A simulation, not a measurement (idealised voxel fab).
Documented hereafter: the process module known as voxel ribs on slabs.
This is section cut - it's 185 nm across, gridded in 5 nm square cells.
In this document a cross-section is written as a grid of square cells. It is given as a series of bands, listed from the top down, and a band is one or more rows of cells.
Each band's line starts with the height of the band's top and of its bottom, in nm. Then come its materials from left to right, each with its width in nm. One material with "throughout" fills the band from edge to edge. "air" is empty space.
It should be noted that heights are counted from 0, beneath which the wafer as supplied is of one material throughout, and that the lowest band possesses no lower boundary but continues downward, as written in "0 -> down".
Width: "30->40" (first number = top row, second number = bottom row, same change from row to row of cells).
Where the words "identical to before" appear for a step, the cross-section shows no cell changed by that step; every cell remained as before.
Reported under the label "Completely enclosed voids" are the empty spaces having no open way to the top and comprising 8 cells or more; the notation for each is width x height at distance, in which the distance is measured from the left edge and all three values are in nm.
Formally, on a step line, whatever follows the settings is a remark that the simulator itself makes on the step.
overlay nm: mask offset rightward from planned place, masked step; negative means leftward offset.
The following list gives the planned process steps
1: op RECEIVE | material Si
2: op DIRECTIONAL_DEP | material SiO2 | thk nm 30
3: op DIRECTIONAL_DEP | material SiN | thk nm 20
4: op MASKED_ETCH | tone cover | mask id RIB | width nm 15 | etch materials SiN | depth nm 15 | overlay nm 0
5: op MASKED_ETCH | tone cover | mask id SLAB | width nm 65 | etch materials SiN | depth nm 5 | overlay nm 0
6: op FILL_DEP | material SiO2 | thk nm 20
7: op CMP | height nm 60
8: op DIRECTIONAL_DEP | material TiN | thk nm 10
9: op MASKED_ETCH | tone cover | mask id HEATER | width nm 25 | etch materials TiN | depth nm 10 | overlay nm 0
10: op CONFORMAL_DEP | material SiN | thk nm 5
Wafer as received: cross-section following step 1
* 0 -> down  Si throughout
* Completely enclosed voids: none
Starting wafer: above. Plan: above. Run: one mistake. Cross-section after the module: below
* 75 -> 70  75 air / 35 SiN / 75 air
* 70 -> 65  75 air / 5 SiN / 25 TiN / 5 SiN / 75 air
* 65 -> 60  80 SiN / 25 TiN / 80 SiN
* 60 -> 20  SiO2 throughout
* 20 -> 0  SiN throughout
* 0 -> down  Si throughout
* Completely enclosed voids: none
Run error: transposition of steps 2 and 3 relative to the planned sequence
